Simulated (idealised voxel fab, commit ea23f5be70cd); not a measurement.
process module | voxel gate over fins
cross-section cut | 235 nm wide | cells 5 nm
A cross-section is a grid of square cells, given in bands from the top down. A band is one or more rows of cells.
Each band's line starts with the height of the band's top and of its bottom, in nm. Then come its materials from left to right, each with its width in nm. One material with "throughout" fills the band from edge to edge. "air" is empty space.
Height 0 is the level under which the wafer as received is all one material. The lowest band goes on downwards, as in "0 down".
A width such as "30 to 40" changes by the same amount from each row of cells to the next, from the band's top row to its bottom row.
"no change" after a step means that no cell of the cross-section changed.
closed voids: empty space of 8 cells or more with no open way to the top, each as width x height at its distance from the left edge, in nm
after a step's settings: what the simulator itself notes on the step
overlay nm, on a step with a mask: how far to the right of its planned place the mask lay; to the left if negative
plan
1 op RECEIVE | material Si
2 op CONFORMAL_DEP | material SiN | thk nm 10
3 op MASKED_ETCH | tone cover | mask id FINS | width nm 15 | pitch nm 50 | etch materials SiN | depth nm 10 | overlay nm 0
4 op MASKED_ETCH | tone cover | mask id FINS | width nm 15 | pitch nm 50 | etch materials Si | depth nm 30 | overlay nm 0
5 op OXIDIZE | depth nm 5
6 op FILL_DEP | material SiO2 | thk nm 10
7 op CMP | height nm 10
8 op PATTERN | tone open | mask id RAIL | material resist | width nm 15 | thk nm 15 | overlay nm 0
9 op DIRECTIONAL_ETCH | etch materials SiO2 | depth nm 35
10 op STRIP | etch materials resist
11 op CONFORMAL_DEP | material TiN | thk nm 5
12 op FILL_DEP | material W | thk nm 5
13 op CMP | height nm 10
14 op SELECTIVE_ETCH | etch materials W Ru TiN | depth nm 30
15 op FILL_DEP | material SiO2 | thk nm 5
16 op CMP | height nm 10
17 op SELECTIVE_ETCH | etch materials SiO2 | depth nm 20
18 op STRIP | etch materials SiN
19 op CONFORMAL_DEP | material HfO2 | thk nm 5
20 op CONFORMAL_DEP | material TiN | thk nm 5
21 op CONFORMAL_DEP | material TiAl | thk nm 5
22 op CONFORMAL_DEP | material TiN | thk nm 5
23 op FILL_DEP | material W | thk nm 10
24 op CMP | height nm 25
25 op CONFORMAL_DEP | material SiN | thk nm 5
first wafer, as planned
as received, after step 1
  0 down: Si throughout
  closed voids: none
after step 2
  10 to 0: SiN throughout
  below 0: unchanged
after step 3
  10 to 0: air 35 | SiN 15 | air 35 | SiN 15 | air 35 | SiN 15 | air 35 | SiN 15 | air 35
  below 0: unchanged
after step 4
  10 to 0: air 35 | SiN 15 | air 35 | SiN 15 | air 35 | SiN 15 | air 35 | SiN 15 | air 35
  0 to -30: air 35 | Si 15 | air 35 | Si 15 | air 35 | Si 15 | air 35 | Si 15 | air 35
  below -30: unchanged
after step 5
  10 to 0: air 35 | SiN 15 | air 35 | SiN 15 | air 35 | SiN 15 | air 35 | SiN 15 | air 35
  0 to -30: air 35 | SiO2 5 | Si 5 | SiO2 5 | air 35 | SiO2 5 | Si 5 | SiO2 5 | air 35 | SiO2 5 | Si 5 | SiO2 5 | air 35 | SiO2 5 | Si 5 | SiO2 5 | air 35
  -30 to -35: SiO2 40 | Si 5 | SiO2 45 | Si 5 | SiO2 45 | Si 5 | SiO2 45 | Si 5 | SiO2 40
  below -35: unchanged
after step 6
  20 to 10: SiO2 throughout
  10 to 0: SiO2 35 | SiN 15 | SiO2 35 | SiN 15 | SiO2 35 | SiN 15 | SiO2 35 | SiN 15 | SiO2 35
  0 to -35: SiO2 40 | Si 5 | SiO2 45 | Si 5 | SiO2 45 | Si 5 | SiO2 45 | Si 5 | SiO2 40
  below -35: unchanged
after step 7
  10 to 0: SiO2 35 | SiN 15 | SiO2 35 | SiN 15 | SiO2 35 | SiN 15 | SiO2 35 | SiN 15 | SiO2 35
  below 0: unchanged
after step 8
  25 to 10: resist 60 | air 15 | resist 160
  below 10: unchanged
after step 9
  25 to 10: resist 60 | air 15 | resist 160
  10 to 0: SiO2 35 | SiN 15 | SiO2 10 | air 15 | SiO2 10 | SiN 15 | SiO2 35 | SiN 15 | SiO2 35 | SiN 15 | SiO2 35
  0 to -25: SiO2 40 | Si 5 | SiO2 15 | air 15 | SiO2 15 | Si 5 | SiO2 45 | Si 5 | SiO2 45 | Si 5 | SiO2 40
  below -25: unchanged
after step 10
  10 to 0: SiO2 35 | SiN 15 | SiO2 10 | air 15 | SiO2 10 | SiN 15 | SiO2 35 | SiN 15 | SiO2 35 | SiN 15 | SiO2 35
  below 0: unchanged
after step 11
  15 to 10: TiN 65 | air 5 | TiN 165
  10 to 0: SiO2 35 | SiN 15 | SiO2 10 | TiN 5 | air 5 | TiN 5 | SiO2 10 | SiN 15 | SiO2 35 | SiN 15 | SiO2 35 | SiN 15 | SiO2 35
  0 to -20: SiO2 40 | Si 5 | SiO2 15 | TiN 5 | air 5 | TiN 5 | SiO2 15 | Si 5 | SiO2 45 | Si 5 | SiO2 45 | Si 5 | SiO2 40
  -20 to -25: SiO2 40 | Si 5 | SiO2 15 | TiN 15 | SiO2 15 | Si 5 | SiO2 45 | Si 5 | SiO2 45 | Si 5 | SiO2 40
  below -25: unchanged
after step 12
  20 to 15: W throughout
  15 to 10: TiN 65 | W 5 | TiN 165
  10 to 0: SiO2 35 | SiN 15 | SiO2 10 | TiN 5 | W 5 | TiN 5 | SiO2 10 | SiN 15 | SiO2 35 | SiN 15 | SiO2 35 | SiN 15 | SiO2 35
  0 to -20: SiO2 40 | Si 5 | SiO2 15 | TiN 5 | W 5 | TiN 5 | SiO2 15 | Si 5 | SiO2 45 | Si 5 | SiO2 45 | Si 5 | SiO2 40
  below -20: unchanged
after step 13
  10 to 0: SiO2 35 | SiN 15 | SiO2 10 | TiN 5 | W 5 | TiN 5 | SiO2 10 | SiN 15 | SiO2 35 | SiN 15 | SiO2 35 | SiN 15 | SiO2 35
  below 0: unchanged
after step 14
  10 to 0: SiO2 35 | SiN 15 | SiO2 10 | air 15 | SiO2 10 | SiN 15 | SiO2 35 | SiN 15 | SiO2 35 | SiN 15 | SiO2 35
  0 to -20: SiO2 40 | Si 5 | SiO2 15 | air 15 | SiO2 15 | Si 5 | SiO2 45 | Si 5 | SiO2 45 | Si 5 | SiO2 40
  below -20: unchanged
after step 15
  15 to 10: SiO2 throughout
  10 to 0: SiO2 35 | SiN 15 | SiO2 35 | SiN 15 | SiO2 35 | SiN 15 | SiO2 35 | SiN 15 | SiO2 35
  0 to -20: SiO2 40 | Si 5 | SiO2 45 | Si 5 | SiO2 45 | Si 5 | SiO2 45 | Si 5 | SiO2 40
  below -20: unchanged
after step 16
  10 to 0: SiO2 35 | SiN 15 | SiO2 35 | SiN 15 | SiO2 35 | SiN 15 | SiO2 35 | SiN 15 | SiO2 35
  below 0: unchanged
after step 17
  10 to 0: air 35 | SiN 15 | air 35 | SiN 15 | air 35 | SiN 15 | air 35 | SiN 15 | air 35
  0 to -10: air 40 | Si 5 | air 45 | Si 5 | air 45 | Si 5 | air 45 | Si 5 | air 40
  below -10: unchanged
after step 18
  0 to -10: air 40 | Si 5 | air 45 | Si 5 | air 45 | Si 5 | air 45 | Si 5 | air 40
  below -10: unchanged
after step 19
  5 to 0: air 35 | HfO2 15 | air 35 | HfO2 15 | air 35 | HfO2 15 | air 35 | HfO2 15 | air 35
  0 to -5: air 35 | HfO2 5 | Si 5 | HfO2 5 | air 35 | HfO2 5 | Si 5 | HfO2 5 | air 35 | HfO2 5 | Si 5 | HfO2 5 | air 35 | HfO2 5 | Si 5 | HfO2 5 | air 35
  -5 to -10: HfO2 40 | Si 5 | HfO2 45 | Si 5 | HfO2 45 | Si 5 | HfO2 45 | Si 5 | HfO2 40
  below -10: unchanged
after step 20
  10 to 5: air 30 | TiN 25 | air 25 | TiN 25 | air 25 | TiN 25 | air 25 | TiN 25 | air 30
  5 to 0: air 30 | TiN 5 | HfO2 15 | TiN 5 | air 25 | TiN 5 | HfO2 15 | TiN 5 | air 25 | TiN 5 | HfO2 15 | TiN 5 | air 25 | TiN 5 | HfO2 15 | TiN 5 | air 30
  0 to -5: TiN 35 | HfO2 5 | Si 5 | HfO2 5 | TiN 35 | HfO2 5 | Si 5 | HfO2 5 | TiN 35 | HfO2 5 | Si 5 | HfO2 5 | TiN 35 | HfO2 5 | Si 5 | HfO2 5 | TiN 35
  below -5: unchanged
after step 21
  15 to 10: air 25 | TiAl 35 | air 15 | TiAl 35 | air 15 | TiAl 35 | air 15 | TiAl 35 | air 25
  10 to 5: air 25 | TiAl 5 | TiN 25 | TiAl 5 | air 15 | TiAl 5 | TiN 25 | TiAl 5 | air 15 | TiAl 5 | TiN 25 | TiAl 5 | air 15 | TiAl 5 | TiN 25 | TiAl 5 | air 25
  5 to 0: TiAl 30 | TiN 5 | HfO2 15 | TiN 5 | TiAl 25 | TiN 5 | HfO2 15 | TiN 5 | TiAl 25 | TiN 5 | HfO2 15 | TiN 5 | TiAl 25 | TiN 5 | HfO2 15 | TiN 5 | TiAl 30
  below 0: unchanged
after step 22
  20 to 15: air 20 | TiN 45 | air 5 | TiN 45 | air 5 | TiN 45 | air 5 | TiN 45 | air 20
  15 to 10: air 20 | TiN 5 | TiAl 35 | TiN 5 | air 5 | TiN 5 | TiAl 35 | TiN 5 | air 5 | TiN 5 | TiAl 35 | TiN 5 | air 5 | TiN 5 | TiAl 35 | TiN 5 | air 20
  10 to 5: TiN 25 | TiAl 5 | TiN 25 | TiAl 5 | TiN 15 | TiAl 5 | TiN 25 | TiAl 5 | TiN 15 | TiAl 5 | TiN 25 | TiAl 5 | TiN 15 | TiAl 5 | TiN 25 | TiAl 5 | TiN 25
  below 5: unchanged
after step 23
  30 to 20: W throughout
  20 to 15: W 20 | TiN 45 | W 5 | TiN 45 | W 5 | TiN 45 | W 5 | TiN 45 | W 20
  15 to 10: W 20 | TiN 5 | TiAl 35 | TiN 5 | W 5 | TiN 5 | TiAl 35 | TiN 5 | W 5 | TiN 5 | TiAl 35 | TiN 5 | W 5 | TiN 5 | TiAl 35 | TiN 5 | W 20
  below 10: unchanged
after step 24
  25 to 20: W throughout
  below 20: unchanged
after step 25
  30 to 25: SiN throughout
  below 25: unchanged
second wafer: like start, like plan, one mistake. Through step 16 it matches the first wafer
when step 17 should have ended
  10 to 0: air 35 | SiN 15 | air 35 | SiN 15 | air 35 | SiN 15 | air 35 | SiN 15 | air 35
  below 0: unchanged
when step 18 should have ended
  0 to -20: SiO2 40 | Si 5 | SiO2 45 | Si 5 | SiO2 45 | Si 5 | SiO2 45 | Si 5 | SiO2 40
  below -20: unchanged
when step 19 should have ended
  5 to 0: HfO2 throughout
  below 0: unchanged
when step 20 should have ended
  10 to 5: TiN throughout
  below 5: unchanged
when step 21 should have ended
  15 to 10: TiAl throughout
  below 10: unchanged
when step 22 should have ended
  20 to 15: TiN throughout
  below 15: unchanged
when step 23 should have ended
  30 to 20: W throughout
  below 20: unchanged
when step 24 should have ended
  25 to 20: W throughout
  below 20: unchanged
when step 25 should have ended
  30 to 25: SiN throughout
  below 25: unchanged
what went wrong: step 17 ran as: op SELECTIVE_ETCH | etch materials SiO2 | depth nm 10
at the end the second wafer has, in cells: 16 fewer of HfO2 | 86 more of SiO2 | 16 fewer of TiAl | 32 fewer of TiN | 22 fewer of W
